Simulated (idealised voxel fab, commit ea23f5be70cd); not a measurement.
This section sets out a process module, namely voxel ribs on slabs.
It is cross-section cut that appears here, measuring 280 nm in width, its square cells being 5 nm in size.
In what follows, cross-sections appear as grids of square cells, described through bands that run from the top down, where every band is one or more rows of cells. Within each band entry, the heights of the top and of the bottom of the band appear first, in that order and in nm; the materials of the band then follow from left to right, each with its corresponding width in nm. The designation "full width" on a single material indicates that it fills the band from edge to edge; the designation "blank" indicates empty space. The reference from which all heights are counted is 0, the level beneath which the as-received wafer is entirely one material; the lowest band, having no lower bound, proceeds downward and is written after the example "z 0 and below". A two-number width, for instance "30 to 40", indicates that the width is equal to the first number in the top row of the band and to the second number in the bottom row, and that it changes by a constant amount per row of cells. Take "no change occurred" at face value: in the step it is given for, the cross-section changed in none of its cells. Voids not open to the top, 8 cells minimum: see "Trapped voids". Written width x height at distance; distance is from the left edge; nm. Post-settings text on a step line: simulator's own remark regarding the step. What "overlay nm" on a step's line means: if the step has a mask, that mask lay this far to the right of its planned place, or, when the value is negative, to the left.
Planned step list for the process:
- 1: RECEIVE (material Si)
- 2: DIRECTIONAL_DEP (material SiO2; thk nm 25)
- 3: DIRECTIONAL_DEP (material SiN; thk nm 25)
- 4: DIRECTIONAL_DEP (material aC; thk nm 15)
- 5: PATTERN (tone cover; mask id RIB; material resist; width nm 30; thk nm 35; overlay nm 0)
- 6: DIRECTIONAL_ETCH (etch materials aC; depth nm 15)
- 7: STRIP (etch materials resist)
- 8: DIRECTIONAL_ETCH (etch materials SiN; depth nm 10)
- 9: STRIP (etch materials aC)
- 10: DIRECTIONAL_DEP (material aC; thk nm 10)
- 11: PATTERN (tone cover; mask id SLAB; material resist; width nm 90; thk nm 25; overlay nm 0)
- 12: DIRECTIONAL_ETCH (etch materials aC; depth nm 10)
- 13: STRIP (etch materials resist)
- 14: DIRECTIONAL_ETCH (etch materials SiN; depth nm 15)
- 15: STRIP (etch materials aC)
- 16: FILL_DEP (material SiO2; thk nm 25)
- 17: CMP (height nm 65)
- 18: DIRECTIONAL_DEP (material TiN; thk nm 5)
- 19: DIRECTIONAL_DEP (material aC; thk nm 15)
- 20: PATTERN (tone cover; mask id HEATER; material resist; width nm 40; thk nm 35; overlay nm 0)
- 21: DIRECTIONAL_ETCH (etch materials aC; depth nm 15)
- 22: STRIP (etch materials resist)
- 23: DIRECTIONAL_ETCH (etch materials TiN; depth nm 5)
- 24: STRIP (etch materials aC)
- 25: CONFORMAL_DEP (material SiO2; thk nm 10)
Shown in cross-section is the wafer as received, that is, as it stands after step 1:
  z 0 and below | Si full width
  Trapped voids: none
Here's the cross-section of the first of our two wafers at the end of the module - it ran as planned:
  z 80 to 75 | blank (110); SiO2 (60); blank (110)
  z 75 to 70 | SiO2 full width
  z 70 to 65 | SiO2 (120); TiN (40); SiO2 (120)
  z 65 to 50 | SiO2 full width
  z 50 to 40 | SiO2 (125); SiN (30); SiO2 (125)
  z 40 to 25 | SiO2 (95); SiN (90); SiO2 (95)
  z 25 to 0 | SiO2 full width
  z 0 and below | Si full width
  Trapped voids: none
Presented here is a cross-section of the second of the two wafers as it stood at the end of the module. It was started in the same manner and assigned the same plan as the first wafer; however, one mistake was made in its execution:
  z 80 to 75 | blank (110); SiO2 (60); blank (110)
  z 75 to 70 | SiO2 full width
  z 70 to 65 | SiO2 (120); TiN (40); SiO2 (120)
  z 65 to 40 | SiO2 full width
  z 40 to 35 | SiN (95); SiO2 (90); SiN (95)
  z 35 to 25 | SiN (95); SiO2 (30); SiN (30); SiO2 (30); SiN (95)
  z 25 to 0 | SiO2 full width
  z 0 and below | Si full width
  Trapped voids: none
Finding, execution versus plan: step 11 ran with different settings than intended, the actual operation and settings being PATTERN (tone open; mask id SLAB; material resist; width nm 90; thk nm 25; overlay nm 0)
The final cell counts differ between the wafers, with the second having more or fewer of some materials than the first: SiN +60, SiO2 -60
